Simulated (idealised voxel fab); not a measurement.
Documented hereafter: the process module known as voxel transistor to metal.
This is section cut - it's 170 nm across, gridded in 5 nm square cells.
Bands, listed from the top down, are how a cross-section gets written in this document; the cross-section itself is a grid of square cells, and a band is one or more rows of them. Heights first: top, then bottom, in nm. Then materials, left to right, each with a width in nm. "edge to edge" on a single material: fills the band edge to edge. "empty": empty space. Height is counted from the level 0, under which the received wafer is composed throughout of one material. The lowest of the bands is not closed at the bottom but continues downward, in the notation "z 0 and below". Quick explanation for "30 to 40": the width changes in equal steps down the rows of cells, from the first number in the band's top row to the second number in its bottom row. Step marked "nothing got changed"? Then no cell in the cross-section changed in it. Listed in "Catalogued sealed voids": every empty space of 8 or more cells without an open way to the top. Form: width x height at distance, the distance being from the left edge, all in nm. Where a step's line continues beyond its settings, the continuation is a remark by the simulator itself on that step. overlay nm: on a step with a mask, how far right of its planned place the mask lay; negative means left.
**Planned process steps**
1: RECEIVE [material Si]
2: CONFORMAL_DEP [material SiO2] [thk nm 5]
3: CONFORMAL_DEP [material SiN] [thk nm 10]
4: DIRECTIONAL_DEP [material aC] [thk nm 10]
5: PATTERN [tone cover] [mask id ACTIVE] [material resist] [width nm 110] [thk nm 25] [overlay nm 0]
6: DIRECTIONAL_ETCH [etch materials aC] [depth nm 10]
7: STRIP [etch materials resist]
8: DIRECTIONAL_ETCH [etch materials SiN] [depth nm 10]
9: DIRECTIONAL_ETCH [etch materials SiO2] [depth nm 5]
10: DIRECTIONAL_ETCH [etch materials Si] [depth nm 20]
11: STRIP [etch materials aC]
12: FILL_DEP [material SiO2] [thk nm 15]
13: CMP [height nm 15]
14: SELECTIVE_ETCH [etch materials SiO2] [depth nm 5]
15: STRIP [etch materials SiN]
16: SELECTIVE_ETCH [etch materials SiO2] [depth nm 5]
17: OXIDIZE [depth nm 5]
18: DIRECTIONAL_DEP [material polySi] [thk nm 30]
19: DIRECTIONAL_DEP [material SiCN] [thk nm 15]
20: MASKED_ETCH [tone cover] [mask id GATE] [width nm 30] [etch materials SiCN] [depth nm 25] [overlay nm 0]
21: MASKED_ETCH [tone cover] [mask id GATE] [width nm 30] [etch materials polySi] [depth nm 40] [overlay nm 0]
22: CONFORMAL_DEP [material SiN] [thk nm 5]
23: DIRECTIONAL_ETCH [etch materials SiN] [depth nm 5]
24: DIRECTIONAL_ETCH [etch materials SiO2] [depth nm 5]
25: DIRECTIONAL_ETCH [etch materials Si] [depth nm 15]
26: EPI [material pSi] [thk nm 15]
27: FILL_DEP [material SiO2] [thk nm 10]
28: CMP [height nm 30]
29: STRIP [etch materials polySi]
30: SELECTIVE_ETCH [etch materials SiO2] [depth nm 5]
31: CONFORMAL_DEP [material HfO2] [thk nm 5]
32: CONFORMAL_DEP [material TiN] [thk nm 5]
33: FILL_DEP [material W] [thk nm 5]
34: CMP [height nm 25]
35: DIRECTIONAL_DEP [material SiO2] [thk nm 10]
36: PATTERN [tone open] [mask id CONTACT] [material resist] [width nm 15] [pitch nm 75] [thk nm 20] [overlay nm 0]
37: DIRECTIONAL_ETCH [etch materials SiO2] [depth nm 40]
38: STRIP [etch materials resist]
39: CONFORMAL_DEP [material TiN] [thk nm 5]
40: FILL_DEP [material Ru] [thk nm 10]
41: CMP [height nm 35]
42: DIRECTIONAL_DEP [material TiN] [thk nm 5]
43: DIRECTIONAL_DEP [material W] [thk nm 25]
44: DIRECTIONAL_DEP [material aC] [thk nm 15]
45: PATTERN [tone cover] [mask id METAL_1] [material resist] [width nm 15] [pitch nm 75] [thk nm 30] [overlay nm 0]
46: DIRECTIONAL_ETCH [etch materials aC] [depth nm 15]
47: STRIP [etch materials resist]
48: DIRECTIONAL_ETCH [etch materials W] [depth nm 25]
49: DIRECTIONAL_ETCH [etch materials TiN] [depth nm 5]
50: STRIP [etch materials aC]
51: CONFORMAL_DEP [material SiCN] [thk nm 5]
52: FILL_DEP [material lowk] [thk nm 10]
53: CMP [height nm 65]
54: CONFORMAL_DEP [material SiCN] [thk nm 5]
**So this is the incoming wafer in cross-section - it's already been through step 1**
z 0 and below = Si edge to edge
Catalogued sealed voids: none
**End-of-module cross-section. Starting structure and process plan as above; one mistake made in running it**
z 70 to 65 = SiCN edge to edge
z 65 to 40 = lowk 25, then SiCN 5, then W 15, then SiCN 5, then lowk 50, then SiCN 5, then W 15, then SiCN 5, then lowk 45
z 40 to 35 = SiCN 30, then TiN 15, then SiCN 60, then TiN 15, then SiCN 50
z 35 to 25 = SiO2 40, then TiN 5, then Ru 5, then TiN 5, then SiO2 60, then TiN 5, then Ru 5, then TiN 5, then SiO2 40
z 25 to 15 = SiO2 40, then TiN 5, then Ru 5, then TiN 5, then SiO2 10, then SiN 5, then HfO2 5, then TiN 5, then W 10, then TiN 5, then HfO2 5, then SiN 5, then SiO2 10, then TiN 5, then Ru 5, then TiN 5, then SiO2 40
z 15 to 10 = SiO2 40, then TiN 15, then SiO2 10, then SiN 5, then HfO2 5, then TiN 5, then W 10, then TiN 5, then HfO2 5, then SiN 5, then SiO2 10, then TiN 15, then SiO2 40
z 10 to 5 = SiO2 40, then TiN 10, then pSi 15, then SiN 5, then HfO2 5, then TiN 5, then W 10, then TiN 5, then HfO2 5, then SiN 5, then pSi 15, then TiN 10, then SiO2 40
z 5 to 0 = SiO2 25, then SiN 5, then SiO2 10, then TiN 10, then pSi 15, then SiN 5, then HfO2 5, then TiN 20, then HfO2 5, then SiN 5, then pSi 15, then TiN 10, then SiO2 10, then SiN 5, then SiO2 25
z 0 to -5 = SiO2 40, then TiN 10, then pSi 15, then HfO2 40, then pSi 15, then TiN 10, then SiO2 40
z -5 to -20 = SiO2 30, then pSi 35, then Si 40, then pSi 35, then SiO2 30
z -20 and below = Si edge to edge
Catalogued sealed voids: none
Plan not followed: the process deviated at step 45: the operation and settings actually run there were PATTERN [tone cover] [mask id METAL_1] [material resist] [width nm 15] [pitch nm 75] [thk nm 30] [overlay nm -10]
